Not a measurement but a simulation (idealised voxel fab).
This section sets out a process module, namely voxel double patterning.
The cross-section on display is named cut; it measures 255 nm wide, and its cells are 5 nm squares.
Think of the cross-section as a grid of square cells. We describe it in bands, top to bottom, and each band covers one or more rows of those cells.
What a band's entry tells you: where the top is and where the bottom is, as heights in nm, and after that what lies inside, material by material from left to right, each with its width in nm. Empty space is written as the word "air", and a single material marked with the word "all across" occupies the band from edge to edge.
Counting heights begins at 0, where everything beneath is, in the wafer as received, one material. The lowest band has no bottom; it goes on downwards, as "from 0 down" shows.
Width spec "30..40" -> top row of cells at first value, bottom row at second value, equal per-row change in between.
Take "no modifications" at face value: in the step it is given for, the cross-section changed in none of its cells.
"Enclosed void entries" lists enclosed empty spaces (at least 8 cells, no open path upward to the top), each as width x height at distance from the left edge, in nm.
If you see something after the settings on a step's line, that's the simulator's own remark about that step.
If you see "overlay nm" on a step's line and that step has a mask, it's telling you how far right of where it was planned the mask ended up; a negative number means it went left instead.

[Process steps - plan]
1. op RECEIVE | material Si
2. op CONFORMAL_DEP | material SiO2 | thk nm 5
3. op DIRECTIONAL_DEP | material polySi | thk nm 10
4. op DIRECTIONAL_DEP | material SiN | thk nm 5
5. op PATTERN | tone open | mask id FIRST | material resist | width nm 15 | pitch nm 50 | thk nm 20 | overlay nm 0
6. op DIRECTIONAL_ETCH | etch materials SiN | depth nm 5
7. op STRIP | etch materials resist
8. op DIRECTIONAL_DEP | material aC | thk nm 10
9. op PATTERN | tone open | mask id SECOND | material resist | width nm 15 | pitch nm 50 | thk nm 30 | overlay nm 0
10. op DIRECTIONAL_ETCH | etch materials aC | depth nm 10
11. op STRIP | etch materials resist
12. op DIRECTIONAL_ETCH | etch materials SiN | depth nm 5
13. op STRIP | etch materials aC
14. op DIRECTIONAL_ETCH | etch materials polySi | depth nm 10
15. op STRIP | etch materials SiN

[The following pertains to the first of two wafers, which was processed as planned]

[This is the cross-section of the wafer as we received it, i.e. after step 1]
> from 0 down | Si all across
> Enclosed void entries: none

[State of the wafer after step 2, shown in cross-section]
> from 5 to 0 | SiO2 all across
> Anything lower than 0 is untouched.

[State of the wafer after step 3, shown in cross-section]
> from 15 to 5 | polySi all across
> Anything lower than 5 is untouched.

[State of the wafer after step 4, shown in cross-section]
> from 20 to 15 | SiN all across
> Anything lower than 15 is untouched.

[State of the wafer after step 5, shown in cross-section]
> from 40 to 20 | 70 nm resist | 15 nm air | 35 nm resist | 15 nm air | 35 nm resist | 15 nm air | 70 nm resist
> Anything lower than 20 is untouched.

[State of the wafer after step 6, shown in cross-section]
> from 40 to 20 | 70 nm resist | 15 nm air | 35 nm resist | 15 nm air | 35 nm resist | 15 nm air | 70 nm resist
> from 20 to 15 | 70 nm SiN | 15 nm air | 35 nm SiN | 15 nm air | 35 nm SiN | 15 nm air | 70 nm SiN
> Anything lower than 15 is untouched.

[State of the wafer after step 7, shown in cross-section]
> from 20 to 15 | 70 nm SiN | 15 nm air | 35 nm SiN | 15 nm air | 35 nm SiN | 15 nm air | 70 nm SiN
> Anything lower than 15 is untouched.

[State of the wafer after step 8, shown in cross-section]
> from 30 to 25 | 70 nm aC | 15 nm air | 35 nm aC | 15 nm air | 35 nm aC | 15 nm air | 70 nm aC
> from 25 to 20 | aC all across
> from 20 to 15 | 70 nm SiN | 15 nm aC | 35 nm SiN | 15 nm aC | 35 nm SiN | 15 nm aC | 70 nm SiN
> Anything lower than 15 is untouched.

[State of the wafer after step 9, shown in cross-section]
> from 60 to 30 | 95 nm resist | 15 nm air | 35 nm resist | 15 nm air | 95 nm resist
> from 30 to 25 | 70 nm aC | 15 nm resist | 35 nm aC | 15 nm resist | 35 nm aC | 15 nm resist | 70 nm aC
> Anything lower than 25 is untouched.

[State of the wafer after step 10, shown in cross-section]
> from 50 to 30 | 95 nm resist | 15 nm air | 35 nm resist | 15 nm air | 95 nm resist
> from 30 to 25 | 70 nm aC | 15 nm resist | 10 nm aC | 15 nm air | 10 nm aC | 15 nm resist | 10 nm aC | 15 nm air | 10 nm aC | 15 nm resist | 70 nm aC
> from 25 to 20 | 95 nm aC | 15 nm air | 35 nm aC | 15 nm air | 95 nm aC
> Anything lower than 20 is untouched.

[State of the wafer after step 11, shown in cross-section]
> from 30 to 25 | 70 nm aC | 15 nm air | 10 nm aC | 15 nm air | 10 nm aC | 15 nm air | 10 nm aC | 15 nm air | 10 nm aC | 15 nm air | 70 nm aC
> Anything lower than 25 is untouched.

[State of the wafer after step 12, shown in cross-section]
> from 30 to 25 | 70 nm aC | 15 nm air | 10 nm aC | 15 nm air | 10 nm aC | 15 nm air | 10 nm aC | 15 nm air | 10 nm aC | 15 nm air | 70 nm aC
> from 25 to 20 | 95 nm aC | 15 nm air | 35 nm aC | 15 nm air | 95 nm aC
> from 20 to 15 | 70 nm SiN | 15 nm aC | 10 nm SiN | 15 nm air | 10 nm SiN | 15 nm aC | 10 nm SiN | 15 nm air | 10 nm SiN | 15 nm aC | 70 nm SiN
> Anything lower than 15 is untouched.

[State of the wafer after step 13, shown in cross-section]
> from 20 to 15 | 70 nm SiN | 15 nm air | 10 nm SiN | 15 nm air | 10 nm SiN | 15 nm air | 10 nm SiN | 15 nm air | 10 nm SiN | 15 nm air | 70 nm SiN
> Anything lower than 15 is untouched.

[State of the wafer after step 14, shown in cross-section]
> from 20 to 15 | 70 nm SiN | 15 nm air | 10 nm SiN | 15 nm air | 10 nm SiN | 15 nm air | 10 nm SiN | 15 nm air | 10 nm SiN | 15 nm air | 70 nm SiN
> from 15 to 5 | 70 nm polySi | 15 nm air | 10 nm polySi | 15 nm air | 10 nm polySi | 15 nm air | 10 nm polySi | 15 nm air | 10 nm polySi | 15 nm air | 70 nm polySi
> Anything lower than 5 is untouched.

[State of the wafer after step 15, shown in cross-section]
> from 15 to 5 | 70 nm polySi | 15 nm air | 10 nm polySi | 15 nm air | 10 nm polySi | 15 nm air | 10 nm polySi | 15 nm air | 10 nm polySi | 15 nm air | 70 nm polySi
> Anything lower than 5 is untouched.

[For the second wafer, take the first wafer's start and plan, then add one mistake made in running it; everything through step 2, that step included, is shared with the first]

[Cross-section: second wafer, time at which step 3 was scheduled to end]
> from 20 to 5 | polySi all across
> Anything lower than 5 is untouched.

[Cross-section: second wafer, time at which step 4 was scheduled to end]
> from 25 to 20 | SiN all across
> Anything lower than 20 is untouched.

[Cross-section: second wafer, time at which step 5 was scheduled to end]
> from 45 to 25 | 70 nm resist | 15 nm air | 35 nm resist | 15 nm air | 35 nm resist | 15 nm air | 70 nm resist
> Anything lower than 25 is untouched.

[Cross-section: second wafer, time at which step 6 was scheduled to end]
> from 45 to 25 | 70 nm resist | 15 nm air | 35 nm resist | 15 nm air | 35 nm resist | 15 nm air | 70 nm resist
> from 25 to 20 | 70 nm SiN | 15 nm air | 35 nm SiN | 15 nm air | 35 nm SiN | 15 nm air | 70 nm SiN
> Anything lower than 20 is untouched.

[Cross-section: second wafer, time at which step 7 was scheduled to end]
> from 25 to 20 | 70 nm SiN | 15 nm air | 35 nm SiN | 15 nm air | 35 nm SiN | 15 nm air | 70 nm SiN
> Anything lower than 20 is untouched.

[Cross-section: second wafer, time at which step 8 was scheduled to end]
> from 35 to 30 | 70 nm aC | 15 nm air | 35 nm aC | 15 nm air | 35 nm aC | 15 nm air | 70 nm aC
> from 30 to 25 | aC all across
> from 25 to 20 | 70 nm SiN | 15 nm aC | 35 nm SiN | 15 nm aC | 35 nm SiN | 15 nm aC | 70 nm SiN
> Anything lower than 20 is untouched.

[Cross-section: second wafer, time at which step 9 was scheduled to end]
> from 65 to 35 | 95 nm resist | 15 nm air | 35 nm resist | 15 nm air | 95 nm resist
> from 35 to 30 | 70 nm aC | 15 nm resist | 35 nm aC | 15 nm resist | 35 nm aC | 15 nm resist | 70 nm aC
> Anything lower than 30 is untouched.

[Cross-section: second wafer, time at which step 10 was scheduled to end]
> from 55 to 35 | 95 nm resist | 15 nm air | 35 nm resist | 15 nm air | 95 nm resist
> from 35 to 30 | 70 nm aC | 15 nm resist | 10 nm aC | 15 nm air | 10 nm aC | 15 nm resist | 10 nm aC | 15 nm air | 10 nm aC | 15 nm resist | 70 nm aC
> from 30 to 25 | 95 nm aC | 15 nm air | 35 nm aC | 15 nm air | 95 nm aC
> Anything lower than 25 is untouched.

[Cross-section: second wafer, time at which step 11 was scheduled to end]
> from 35 to 30 | 70 nm aC | 15 nm air | 10 nm aC | 15 nm air | 10 nm aC | 15 nm air | 10 nm aC | 15 nm air | 10 nm aC | 15 nm air | 70 nm aC
> Anything lower than 30 is untouched.

[Cross-section: second wafer, time at which step 12 was scheduled to end]
> from 35 to 30 | 70 nm aC | 15 nm air | 10 nm aC | 15 nm air | 10 nm aC | 15 nm air | 10 nm aC | 15 nm air | 10 nm aC | 15 nm air | 70 nm aC
> from 30 to 25 | 95 nm aC | 15 nm air | 35 nm aC | 15 nm air | 95 nm aC
> from 25 to 20 | 70 nm SiN | 15 nm aC | 10 nm SiN | 15 nm air | 10 nm SiN | 15 nm aC | 10 nm SiN | 15 nm air | 10 nm SiN | 15 nm aC | 70 nm SiN
> Anything lower than 20 is untouched.

[Cross-section: second wafer, time at which step 13 was scheduled to end]
> from 25 to 20 | 70 nm SiN | 15 nm air | 10 nm SiN | 15 nm air | 10 nm SiN | 15 nm air | 10 nm SiN | 15 nm air | 10 nm SiN | 15 nm air | 70 nm SiN
> Anything lower than 20 is untouched.

[Cross-section: second wafer, time at which step 14 was scheduled to end]
> from 25 to 20 | 70 nm SiN | 15 nm air | 10 nm SiN | 15 nm air | 10 nm SiN | 15 nm air | 10 nm SiN | 15 nm air | 10 nm SiN | 15 nm air | 70 nm SiN
> from 20 to 10 | 70 nm polySi | 15 nm air | 10 nm polySi | 15 nm air | 10 nm polySi | 15 nm air | 10 nm polySi | 15 nm air | 10 nm polySi | 15 nm air | 70 nm polySi
> Anything lower than 10 is untouched.

[Cross-section: second wafer, time at which step 15 was scheduled to end]
> from 20 to 10 | 70 nm polySi | 15 nm air | 10 nm polySi | 15 nm air | 10 nm polySi | 15 nm air | 10 nm polySi | 15 nm air | 10 nm polySi | 15 nm air | 70 nm polySi
> Anything lower than 10 is untouched.
The plan and the run diverged here: step 3 off recipe, ran as op DIRECTIONAL_DEP | material polySi | thk nm 15
Materials where the second wafer ends with more or fewer cells than the first: polySi: 51 more
